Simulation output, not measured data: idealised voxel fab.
Module name: voxel self aligned contacts (process module)
Cross-sectional view cut (width: 235 nm; square cell size: 5 nm).
Think of the cross-section as a grid of square cells. We describe it in bands, top to bottom, and each band covers one or more rows of those cells. Read a band's entry like this: the first values are the height of its top and the height of its bottom in nm, and what follows is the sequence of materials from left to right, each with its width in nm. Note that "empty" is empty space, and that a single material marked "all across" reaches across the band from edge to edge. Height datum 0, below which the as-received substrate wafer is one material. Lowest band open at the bottom, running downward: "0..down". Width: "30 to 40" (first number = top row, second number = bottom row, same change from row to row of cells). "no change" for a step: no cell of the cross-section changed in that step. "Closed cavity list" - sealed voids, min. 8 cells, no opening to top; format: width x height at distance (distance from left edge; nm throughout). If you see something after the settings on a step's line, that's the simulator's own remark about that step. overlay nm: on a step with a mask, how far right of its planned place the mask lay; negative means left.

### plan
| 1 | RECEIVE | material Si |
| 2 | OXIDIZE | depth nm 5 |
| 3 | DIRECTIONAL_DEP | material polySi | thk nm 25 |
| 4 | DIRECTIONAL_DEP | material SiN | thk nm 15 |
| 5 | PATTERN | tone cover | mask id GATE | material resist | width nm 25 | pitch nm 60 | thk nm 15 | overlay nm 0 |
| 6 | DIRECTIONAL_ETCH | etch materials SiN | depth nm 15 |
| 7 | DIRECTIONAL_ETCH | etch materials polySi | depth nm 25 |
| 8 | STRIP | etch materials resist |
| 9 | CONFORMAL_DEP | material SiN | thk nm 5 |
| 10 | DIRECTIONAL_ETCH | etch materials SiN | depth nm 5 |
| 11 | FILL_DEP | material SiO2 | thk nm 15 |
| 12 | CMP | height nm 50 |
| 13 | MASKED_ETCH | tone open | mask id CONTACT | width nm 45 | etch materials SiO2 | depth nm 55 | overlay nm 0 |
| 14 | CONFORMAL_DEP | material TiN | thk nm 5 |
| 15 | FILL_DEP | material Ru | thk nm 10 |
| 16 | CMP | height nm 50 |
| 17 | CONFORMAL_DEP | material SiN | thk nm 5 |

### Cross-section of the wafer as it came to us, i.e., already through step 1
    0..down: Si all across
    Closed cavity list: none

### Starting wafer: above. Plan: above. Run: one mistake. Cross-section after the module: below
    55..50: SiN all across
    50..40: 90 to 65 Ru, then 5 to 30 TiN, then 45 SiO2, then 5 to 30 TiN, then 90 to 65 Ru
    40..25: 65 Ru, then 5 TiN, then 35 SiN, then 25 SiO2, then 35 SiN, then 5 TiN, then 65 Ru
    25..0: 65 Ru, then 5 TiN, then 5 SiN, then 25 polySi, then 5 SiN, then 25 SiO2, then 5 SiN, then 25 polySi, then 5 SiN, then 5 TiN, then 65 Ru
    0..-5: 70 TiN, then 95 SiO2, then 70 TiN
    -5..down: Si all across
    Closed cavity list: none
Diagnosis: planned and actual differ for step 13; actual: MASKED_ETCH | tone cover | mask id CONTACT | width nm 45 | etch materials SiO2 | depth nm 55 | overlay nm 0
